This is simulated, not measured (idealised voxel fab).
The process module that follows is named voxel gate over fins.
FYI the section here is cut, 230 nm wide, cells are 5 nm squares.
Throughout this document, each cross-section is represented as a grid of square cells and is presented as a sequence of bands enumerated from the top downward, where a band comprises one or more rows of cells. Heads up on the band format: heights come first, top then bottom, in nm. After that it's the materials left to right, each with its width in nm. A single material flagged "full width" fills the whole band edge to edge, and "blank" means there's empty space there. Height reference: 0 = level under which incoming wafer is all one material. Lowest band: no bottom, runs on downward, e.g. "top 0, no bottom". It should be noted that a width expressed as "30..40" varies in equal increments from row to row of cells within the band, taking the value of the first number at the top row and that of the second number at the bottom row. A step reported as "same as before" is a step in which no cell of the cross-section changed. Heads up: "Enclosed internal voids" only lists the empty pockets with no open path to the top that are 8 cells or more, and it writes them as width x height at distance, distance from the left edge, in nm. It should be noted that, on the line of a given step, the content following the step's settings is a remark produced by the simulator itself with respect to that step. overlay nm: for a step with a mask, the amount by which the mask lay right of where it was planned; a negative amount means left of it.

PROCESS STEPS - PLAN
1 RECEIVE | material Si
2 CONFORMAL_DEP | material SiN | thk nm 10
3 PATTERN | tone cover | mask id FINS | material resist | width nm 15 | pitch nm 50 | thk nm 15 | overlay nm 0
4 DIRECTIONAL_ETCH | etch materials SiN | depth nm 10
5 DIRECTIONAL_ETCH | etch materials Si | depth nm 35
6 STRIP | etch materials resist
7 OXIDIZE | depth nm 5
8 FILL_DEP | material SiO2 | thk nm 5
9 CMP | height nm 10
10 DIRECTIONAL_DEP | material aC | thk nm 10
11 PATTERN | tone open | mask id RAIL | material resist | width nm 15 | thk nm 30 | overlay nm 0
12 DIRECTIONAL_ETCH | etch materials aC | depth nm 10
13 STRIP | etch materials resist
14 DIRECTIONAL_ETCH | etch materials SiO2 | depth nm 40
15 STRIP | etch materials aC
16 CONFORMAL_DEP | material TiN | thk nm 5
17 FILL_DEP | material W | thk nm 10
18 CMP | height nm 10
19 SELECTIVE_ETCH | etch materials W Ru TiN | depth nm 25
20 FILL_DEP | material SiO2 | thk nm 5
21 CMP | height nm 10
22 SELECTIVE_ETCH | etch materials SiO2 | depth nm 20
23 STRIP | etch materials SiN
24 CONFORMAL_DEP | material HfO2 | thk nm 5
25 CONFORMAL_DEP | material TiN | thk nm 5
26 CONFORMAL_DEP | material TiAl | thk nm 5
27 CONFORMAL_DEP | material TiN | thk nm 5
28 FILL_DEP | material W | thk nm 15
29 CMP | height nm 30
30 CONFORMAL_DEP | material SiCN | thk nm 5

AS RECEIVED, AFTER STEP 1
top 0, no bottom = Si full width
Enclosed internal voids: none

SECTIONED VIEW, FIRST OF TWO WAFERS, AT THE CLOSE OF THE MODULE, PROCESSED AS INTENDED IN THE PLAN
top 35, bottom 30 = SiCN full width
top 30, bottom 20 = W full width
top 20, bottom 15 = W (40) / TiN (45) / W (5) / TiN (45) / W (5) / TiN (45) / W (45)
top 15, bottom 10 = W (40) / TiN (5) / TiAl (35) / TiN (5) / W (5) / TiN (5) / TiAl (35) / TiN (5) / W (5) / TiN (5) / TiAl (35) / TiN (5) / W (45)
top 10, bottom 5 = TiN (45) / TiAl (5) / TiN (25) / TiAl (5) / TiN (15) / TiAl (5) / TiN (25) / TiAl (5) / TiN (15) / TiAl (5) / TiN (25) / TiAl (5) / TiN (50)
top 5, bottom 0 = TiAl (50) / TiN (5) / HfO2 (15) / TiN (5) / TiAl (25) / TiN (5) / HfO2 (15) / TiN (5) / TiAl (25) / TiN (5) / HfO2 (15) / TiN (5) / TiAl (55)
top 0, bottom -5 = TiN (55) / HfO2 (5) / Si (5) / HfO2 (5) / TiN (35) / HfO2 (5) / Si (5) / HfO2 (5) / TiN (35) / HfO2 (5) / Si (5) / HfO2 (5) / TiN (60)
top -5, bottom -10 = HfO2 (60) / Si (5) / HfO2 (45) / Si (5) / HfO2 (45) / Si (5) / HfO2 (65)
top -10, bottom -15 = SiO2 (60) / Si (5) / SiO2 (45) / Si (5) / SiO2 (45) / Si (5) / SiO2 (65)
top -15, bottom -25 = SiO2 (60) / Si (5) / SiO2 (15) / TiN (5) / W (5) / TiN (5) / SiO2 (15) / Si (5) / SiO2 (45) / Si (5) / SiO2 (65)
top -25, bottom -30 = SiO2 (60) / Si (5) / SiO2 (15) / TiN (15) / SiO2 (15) / Si (5) / SiO2 (45) / Si (5) / SiO2 (65)
top -30, bottom -40 = SiO2 (60) / Si (5) / SiO2 (45) / Si (5) / SiO2 (45) / Si (5) / SiO2 (65)
top -40, no bottom = Si full width
Enclosed internal voids: none

CROSS-SECTIONAL IMAGE OF THE SECOND WAFER OF THE TWO FOLLOWING COMPLETION OF THE MODULE. STARTING STATE AND PROCESS PLAN WERE THE SAME AS FOR THE FIRST WAFER; ONE EXECUTION ERROR OCCURRED
top 35, bottom 30 = SiCN full width
top 30, bottom 20 = W full width
top 20, bottom 15 = W (40) / TiN (45) / W (5) / TiN (45) / W (5) / TiN (45) / W (45)
top 15, bottom 10 = W (40) / TiN (5) / TiAl (35) / TiN (5) / W (5) / TiN (5) / TiAl (35) / TiN (5) / W (5) / TiN (5) / TiAl (35) / TiN (5) / W (45)
top 10, bottom 5 = W (40) / TiN (5) / TiAl (5) / TiN (25) / TiAl (5) / TiN (5) / W (5) / TiN (5) / TiAl (5) / TiN (25) / TiAl (5) / TiN (5) / W (5) / TiN (5) / TiAl (5) / TiN (25) / TiAl (5) / TiN (5) / W (45)
top 5, bottom 0 = W (40) / TiN (5) / TiAl (5) / TiN (5) / HfO2 (15) / TiN (5) / TiAl (5) / TiN (15) / TiAl (5) / TiN (5) / HfO2 (15) / TiN (5) / TiAl (5) / TiN (5) / W (5) / TiN (5) / TiAl (5) / TiN (5) / HfO2 (15) / TiN (5) / TiAl (5) / TiN (5) / W (45)
top 0, bottom -5 = W (40) / TiN (5) / TiAl (5) / TiN (5) / HfO2 (5) / Si (5) / HfO2 (5) / TiN (5) / TiAl (25) / TiN (5) / HfO2 (5) / Si (5) / HfO2 (5) / TiN (5) / TiAl (5) / TiN (5) / W (5) / TiN (5) / TiAl (5) / TiN (5) / HfO2 (5) / Si (5) / HfO2 (5) / TiN (5) / TiAl (5) / TiN (5) / W (45)
top -5, bottom -10 = W (40) / TiN (5) / TiAl (5) / TiN (5) / HfO2 (5) / Si (5) / HfO2 (5) / TiN (35) / HfO2 (5) / Si (5) / HfO2 (5) / TiN (5) / TiAl (5) / TiN (5) / W (5) / TiN (5) / TiAl (5) / TiN (5) / HfO2 (5) / Si (5) / HfO2 (5) / TiN (5) / TiAl (5) / TiN (5) / W (45)
top -10, bottom -15 = TiN (45) / TiAl (5) / TiN (5) / HfO2 (5) / Si (5) / HfO2 (5) / TiN (5) / HfO2 (25) / TiN (5) / HfO2 (5) / Si (5) / HfO2 (5) / TiN (5) / TiAl (5) / TiN (15) / TiAl (5) / TiN (5) / HfO2 (5) / Si (5) / HfO2 (5) / TiN (5) / TiAl (5) / TiN (50)
top -15, bottom -20 = TiAl (50) / TiN (5) / HfO2 (5) / Si (5) / HfO2 (5) / TiN (5) / HfO2 (5) / TiN (5) / W (5) / TiN (5) / HfO2 (5) / TiN (5) / HfO2 (5) / Si (5) / HfO2 (5) / TiN (5) / TiAl (25) / TiN (5) / HfO2 (5) / Si (5) / HfO2 (5) / TiN (5) / TiAl (55)
top -20, bottom -25 = TiN (55) / HfO2 (5) / Si (5) / HfO2 (5) / TiN (5) / HfO2 (5) / TiN (5) / W (5) / TiN (5) / HfO2 (5) / TiN (5) / HfO2 (5) / Si (5) / HfO2 (5) / TiN (35) / HfO2 (5) / Si (5) / HfO2 (5) / TiN (60)
top -25, bottom -30 = HfO2 (60) / Si (5) / HfO2 (15) / TiN (15) / HfO2 (15) / Si (5) / HfO2 (45) / Si (5) / HfO2 (65)
top -30, bottom -40 = SiO2 (60) / Si (5) / SiO2 (45) / Si (5) / SiO2 (45) / Si (5) / SiO2 (65)
top -40, no bottom = Si full width
Enclosed internal voids: none
Against the plan, the run slipped here: step 22 in the plan was executed twice
at the end the second wafer has, in cells: HfO2: 30 more | SiO2: 163 fewer | TiAl: 18 more | TiN: 42 more | W: 73 more
